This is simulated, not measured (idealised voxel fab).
The document below concerns the process module designated voxel transistor to metal.
In the cross-section labelled cut, the width is 185 nm and each square cell is 5 nm.
The cross-sections in this document take the form of a grid made of square cells. They are written out as bands, in order from top to bottom. Each band consists of one or more rows of cells.
Look at the band entry: it leads with the top's height and the bottom's height in nm. Then it lists the materials left to right, with a width in nm for each. The word "edge to edge" on a single material says that material fills the band edge to edge. The word "blank" is empty space.
Measure heights from 0. That's the level where, below it, the as-received wafer is all one material. The lowest band is bottomless and extends downward; write it as in "0 and below".
Quick explanation for "30->40": the width changes in equal steps down the rows of cells, from the first number in the band's top row to the second number in its bottom row.
Any step labelled "everything unchanged" changed none of the cells in the cross-section.
Internal closed voids: empty space of 8 cells or more with no open way to the top, each as width x height at its distance from the left edge, in nm
Past the settings on a step's line: simulator remark, on that step.
The optional step-line setting "overlay nm" applies to steps with a mask and quantifies how far to the right of its planned location the mask lay, a negative value indicating leftward placement.
The steps planned for the process are as follows
1: RECEIVE [material Si]
2: OXIDIZE [depth nm 5]
3: CONFORMAL_DEP [material SiN] [thk nm 10]
4: DIRECTIONAL_DEP [material aC] [thk nm 15]
5: PATTERN [tone cover] [mask id ACTIVE] [material resist] [width nm 110] [thk nm 30] [overlay nm 0]
6: DIRECTIONAL_ETCH [etch materials aC] [depth nm 15]
7: STRIP [etch materials resist]
8: DIRECTIONAL_ETCH [etch materials SiN] [depth nm 10]
9: DIRECTIONAL_ETCH [etch materials SiO2] [depth nm 5]
10: DIRECTIONAL_ETCH [etch materials Si] [depth nm 30]
11: STRIP [etch materials aC]
12: FILL_DEP [material SiO2] [thk nm 15]
13: CMP [height nm 10]
14: SELECTIVE_ETCH [etch materials SiO2] [depth nm 10]
15: STRIP [etch materials SiN]
16: SELECTIVE_ETCH [etch materials SiO2] [depth nm 5]
17: OXIDIZE [depth nm 5]
18: DIRECTIONAL_DEP [material polySi] [thk nm 20]
19: DIRECTIONAL_DEP [material SiCN] [thk nm 10]
20: MASKED_ETCH [tone cover] [mask id GATE] [width nm 20] [etch materials SiCN] [depth nm 20] [overlay nm 0]
21: MASKED_ETCH [tone cover] [mask id GATE] [width nm 30] [etch materials polySi] [depth nm 30] [overlay nm 0]
22: CONFORMAL_DEP [material SiO2] [thk nm 5]
23: DIRECTIONAL_ETCH [etch materials SiO2] [depth nm 5]
24: CONFORMAL_DEP [material SiN] [thk nm 5]
25: DIRECTIONAL_ETCH [etch materials SiN] [depth nm 5]
26: DIRECTIONAL_ETCH [etch materials SiO2] [depth nm 5]
27: DIRECTIONAL_ETCH [etch materials Si] [depth nm 10]
28: EPI [material nSi] [thk nm 15]
29: FILL_DEP [material SiO2] [thk nm 5]
30: CMP [height nm 15]
31: STRIP [etch materials polySi]
32: SELECTIVE_ETCH [etch materials SiO2] [depth nm 5]
33: CONFORMAL_DEP [material HfO2] [thk nm 5]
34: CONFORMAL_DEP [material TiN] [thk nm 5]
35: FILL_DEP [material W] [thk nm 10]
36: CMP [height nm 10]
37: DIRECTIONAL_DEP [material SiO2] [thk nm 10]
38: DIRECTIONAL_DEP [material aC] [thk nm 10]
39: PATTERN [tone open] [mask id CONTACT] [material resist] [width nm 15] [pitch nm 75] [thk nm 30] [overlay nm 0]
40: DIRECTIONAL_ETCH [etch materials aC] [depth nm 10]
41: STRIP [etch materials resist]
42: DIRECTIONAL_ETCH [etch materials SiO2] [depth nm 25]
43: STRIP [etch materials aC]
44: CONFORMAL_DEP [material TiN] [thk nm 5]
45: FILL_DEP [material Ru] [thk nm 10]
46: CMP [height nm 20]
47: CONFORMAL_DEP [material SiN] [thk nm 5]
48: DIRECTIONAL_DEP [material lowk] [thk nm 25]
49: MASKED_ETCH [tone open] [mask id METAL_1] [width nm 15] [pitch nm 75] [etch materials lowk] [depth nm 25] [overlay nm 0]
50: MASKED_ETCH [tone open] [mask id METAL_1] [width nm 15] [pitch nm 75] [etch materials SiN] [depth nm 5] [overlay nm 0]
51: CONFORMAL_DEP [material TiN] [thk nm 5]
52: FILL_DEP [material Ru] [thk nm 10]
53: CMP [height nm 50]
54: EPI [material Ru] [thk nm 5]
55: FILL_DEP [material SiCN] [thk nm 5]
56: DIRECTIONAL_DEP [material lowk] [thk nm 30]
57: PATTERN [tone open] [mask id METAL_2] [material resist] [width nm 15] [pitch nm 75] [thk nm 15] [overlay nm 0]
58: DIRECTIONAL_ETCH [etch materials lowk] [depth nm 20]
59: STRIP [etch materials resist]
60: MASKED_ETCH [tone open] [mask id METAL_2_HOLES] [width nm 15] [pitch nm 75] [etch materials lowk] [depth nm 10] [overlay nm 0]
61: MASKED_ETCH [tone open] [mask id METAL_2_HOLES] [width nm 15] [pitch nm 75] [etch materials SiCN] [depth nm 5] [overlay nm 0]
62: CONFORMAL_DEP [material TiN] [thk nm 5]
63: FILL_DEP [material Cu] [thk nm 10]
64: CMP [height nm 90]
65: CONFORMAL_DEP [material SiN] [thk nm 5]
Among the wafers covered here, the point of difference is the width nm at step 20; their starting state is shared, and the plan presents the value of the first wafer.
The first of several wafers as received, shown in cross-section; this is its state after step 1
- 0 and below | Si edge to edge
- Internal closed voids: none
Module end state after final step 65: cross-section of the first of several wafers
- 95 down to 90 | SiN edge to edge
- 90 down to 60 | 45 of lowk / 5 of TiN / 5 of Cu / 5 of TiN / 60 of lowk / 5 of TiN / 5 of Cu / 5 of TiN / 50 of lowk
- 60 down to 55 | 45 of SiCN / 15 of TiN / 60 of SiCN / 15 of TiN / 50 of SiCN
- 55 down to 50 | 40 of SiCN / 25 of Ru / 50 of SiCN / 25 of Ru / 45 of SiCN
- 50 down to 25 | 45 of lowk / 5 of TiN / 5 of Ru / 5 of TiN / 60 of lowk / 5 of TiN / 5 of Ru / 5 of TiN / 50 of lowk
- 25 down to 20 | 45 of SiN / 15 of TiN / 60 of SiN / 15 of TiN / 50 of SiN
- 20 down to 10 | 45 of SiO2 / 5 of TiN / 5 of Ru / 5 of TiN / 60 of SiO2 / 5 of TiN / 5 of Ru / 5 of TiN / 50 of SiO2
- 10 down to 5 | 45 of SiO2 / 15 of TiN / 5 of SiO2 / 5 of SiN / 5 of HfO2 / 5 of TiN / 20 of W / 5 of TiN / 5 of HfO2 / 5 of SiN / 5 of SiO2 / 15 of TiN / 50 of SiO2
- 5 down to 0 | 45 of SiO2 / 5 of TiN / 15 of nSi / 5 of SiN / 5 of HfO2 / 5 of TiN / 20 of W / 5 of TiN / 5 of HfO2 / 5 of SiN / 15 of nSi / 5 of TiN / 50 of SiO2
- 0 down to -5 | 45 of SiO2 / 5 of TiN / 15 of nSi / 5 of SiN / 5 of HfO2 / 30 of TiN / 5 of HfO2 / 5 of SiN / 15 of nSi / 5 of TiN / 50 of SiO2
- -5 down to -10 | 30 of SiO2 / 35 of nSi / 5 of SiO2 / 40 of HfO2 / 5 of SiO2 / 35 of nSi / 35 of SiO2
- -10 down to -20 | 35 of SiO2 / 30 of nSi / 50 of Si / 30 of nSi / 40 of SiO2
- -20 down to -35 | 35 of SiO2 / 110 of Si / 40 of SiO2
- -35 and below | Si edge to edge
- Internal closed voids: none
Cross-section of the final wafer among several, taken at the end of the module
- 95 down to 90 | SiN edge to edge
- 90 down to 60 | 45 of lowk / 5 of TiN / 5 of Cu / 5 of TiN / 60 of lowk / 5 of TiN / 5 of Cu / 5 of TiN / 50 of lowk
- 60 down to 55 | 45 of SiCN / 15 of TiN / 60 of SiCN / 15 of TiN / 50 of SiCN
- 55 down to 50 | 40 of SiCN / 25 of Ru / 50 of SiCN / 25 of Ru / 45 of SiCN
- 50 down to 25 | 45 of lowk / 5 of TiN / 5 of Ru / 5 of TiN / 60 of lowk / 5 of TiN / 5 of Ru / 5 of TiN / 50 of lowk
- 25 down to 20 | 45 of SiN / 15 of TiN / 60 of SiN / 15 of TiN / 50 of SiN
- 20 down to 15 | 45 of SiO2 / 5 of TiN / 5 of Ru / 5 of TiN / 60 of SiO2 / 5 of TiN / 5 of Ru / 5 of TiN / 50 of SiO2
- 15 down to 10 | 45 of SiO2 / 5 of TiN / 5 of Ru / 5 of TiN / 60 of SiO2 / 15 of TiN / 50 of SiO2
- 10 down to 5 | 45 of SiO2 / 15 of TiN / 5 of SiN / 5 of HfO2 / 5 of TiN / 35 of W / 5 of TiN / 5 of HfO2 / 5 of SiN / 10 of TiN / 50 of SiO2
- 5 down to 0 | 45 of SiO2 / 15 of nSi / 5 of SiN / 5 of HfO2 / 5 of TiN / 35 of W / 5 of TiN / 5 of HfO2 / 5 of SiN / 15 of nSi / 45 of SiO2
- 0 down to -5 | 45 of SiO2 / 15 of nSi / 5 of SiN / 5 of HfO2 / 45 of TiN / 5 of HfO2 / 5 of SiN / 15 of nSi / 45 of SiO2
- -5 down to -10 | 30 of SiO2 / 30 of nSi / 5 of SiO2 / 55 of HfO2 / 5 of SiO2 / 25 of nSi / 35 of SiO2
- -10 down to -20 | 35 of SiO2 / 25 of nSi / 65 of Si / 20 of nSi / 40 of SiO2
- -20 down to -35 | 35 of SiO2 / 110 of Si / 40 of SiO2
- -35 and below | Si edge to edge
- Internal closed voids: none
The rows of the table below are wafers. Looking at the end of the module, a row counts, for every material, the cells the wafer has gained, shown as (+), or lost, shown as (-), since it was received; its closed voids come next
width nm 20 | +12 Cu | +14 HfO2 | +24 Ru | -173 Si | +58 SiCN | +74 SiN | +211 SiO2 | +84 TiN | +8 W | +341 lowk | +50 nSi | Internal closed voids: none
width nm 25 | +12 Cu | +14 HfO2 | +24 Ru | -173 Si | +58 SiCN | +74 SiN | +211 SiO2 | +84 TiN | +8 W | +341 lowk | +50 nSi | Internal closed voids: none
width nm 30 | +12 Cu | +14 HfO2 | +24 Ru | -173 Si | +58 SiCN | +74 SiN | +211 SiO2 | +84 TiN | +8 W | +341 lowk | +50 nSi | Internal closed voids: none
width nm 35 | +12 Cu | +15 HfO2 | +24 Ru | -171 Si | +58 SiCN | +74 SiN | +210 SiO2 | +83 TiN | +10 W | +341 lowk | +47 nSi | Internal closed voids: none
width nm 40 | +12 Cu | +16 HfO2 | +24 Ru | -169 Si | +58 SiCN | +74 SiN | +209 SiO2 | +82 TiN | +12 W | +341 lowk | +44 nSi | Internal closed voids: none
width nm 45 | +12 Cu | +17 HfO2 | +23 Ru | -167 Si | +58 SiCN | +74 SiN | +207 SiO2 | +83 TiN | +14 W | +341 lowk | +41 nSi | Internal closed voids: none
